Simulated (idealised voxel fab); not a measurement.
Process module name: voxel spacer lines
We display cut, a cross-section 235 nm in width whose square cells are each 5 nm.
Cross-section layout: square cells on a grid; listed as bands, top to bottom; a band spans one or more cell rows. Band: top height; bottom height; in nm. Then, left to right: material with width in nm, for each material. "throughout": a single material spanning edge to edge. "air": empty space. Height is counted from the level 0, under which the received wafer is composed throughout of one material. The lowest of the bands is not closed at the bottom but continues downward, in the notation "top 0, no bottom". Width "30..40": first value at the band's top row of cells, second value at its bottom row, equal change from row to row. Step note "remained unchanged" = no cross-section cell changed. "Voids lacking openings": empty spaces of 8 cells or more with no open way to the top, each given as width x height at distance, distance from the left edge, all in nm. What comes after the settings on a step's line is commentary from the simulator itself on that step. "overlay nm" denotes, for a step that has a mask, the displacement of the mask to the right of its planned place, with negative values corresponding to the left.
**Intended process steps**
step 1: RECEIVE, material Si
step 2: CONFORMAL_DEP, material Al2O3, thk nm 5
step 3: DIRECTIONAL_DEP, material W, thk nm 10
step 4: DIRECTIONAL_DEP, material aC, thk nm 25
step 5: PATTERN, tone cover, mask id MANDREL, material resist, width nm 15, pitch nm 60, thk nm 35, overlay nm 0
step 6: DIRECTIONAL_ETCH, etch materials aC, depth nm 25
step 7: STRIP, etch materials resist
step 8: CONFORMAL_DEP, material SiO2, thk nm 15
step 9: DIRECTIONAL_ETCH, etch materials SiO2, depth nm 15
step 10: STRIP, etch materials aC
step 11: DIRECTIONAL_ETCH, etch materials W, depth nm 10
step 12: STRIP, etch materials SiO2
step 13: FILL_DEP, material lowk, thk nm 10
step 14: CMP, height nm 15
Split variable: width nm, step 5. Plan value = first wafer. Wafers start alike.
**First of several wafers (as received, post step 1), cross-sectional view**
> top 0, no bottom | Si throughout
> Voids lacking openings: none
**Here is the cross-section of the first of several wafers at the end of the module, after its last step, step 14**
> top 15, bottom 5 | lowk 35 nm; W 15 nm; lowk 15 nm; W 15 nm; lowk 15 nm; W 15 nm; lowk 15 nm; W 15 nm; lowk 15 nm; W 15 nm; lowk 15 nm; W 15 nm; lowk 35 nm
> top 5, bottom 0 | Al2O3 throughout
> top 0, no bottom | Si throughout
> Voids lacking openings: none
**End of module: cross-section, last of several wafers**
> top 15, bottom 5 | lowk 30 nm; W 15 nm; lowk 30 nm; W 30 nm; lowk 30 nm; W 30 nm; lowk 30 nm; W 15 nm; lowk 25 nm
> top 5, bottom 0 | Al2O3 throughout
> top 0, no bottom | Si throughout
> Voids lacking openings: none
**Heads up, this table goes wafer by wafer. A row tells you, at the end of the module, how many cells of each material that wafer has put on (+) or dropped (-) since it was received, and then its closed voids**
width nm 15, +47 Al2O3, +36 W, +58 lowk, Voids lacking openings: none
width nm 20, +47 Al2O3, +36 W, +58 lowk, Voids lacking openings: none
width nm 25, +47 Al2O3, +36 W, +58 lowk, Voids lacking openings: none
width nm 30, +47 Al2O3, +36 W, +58 lowk, Voids lacking openings: none
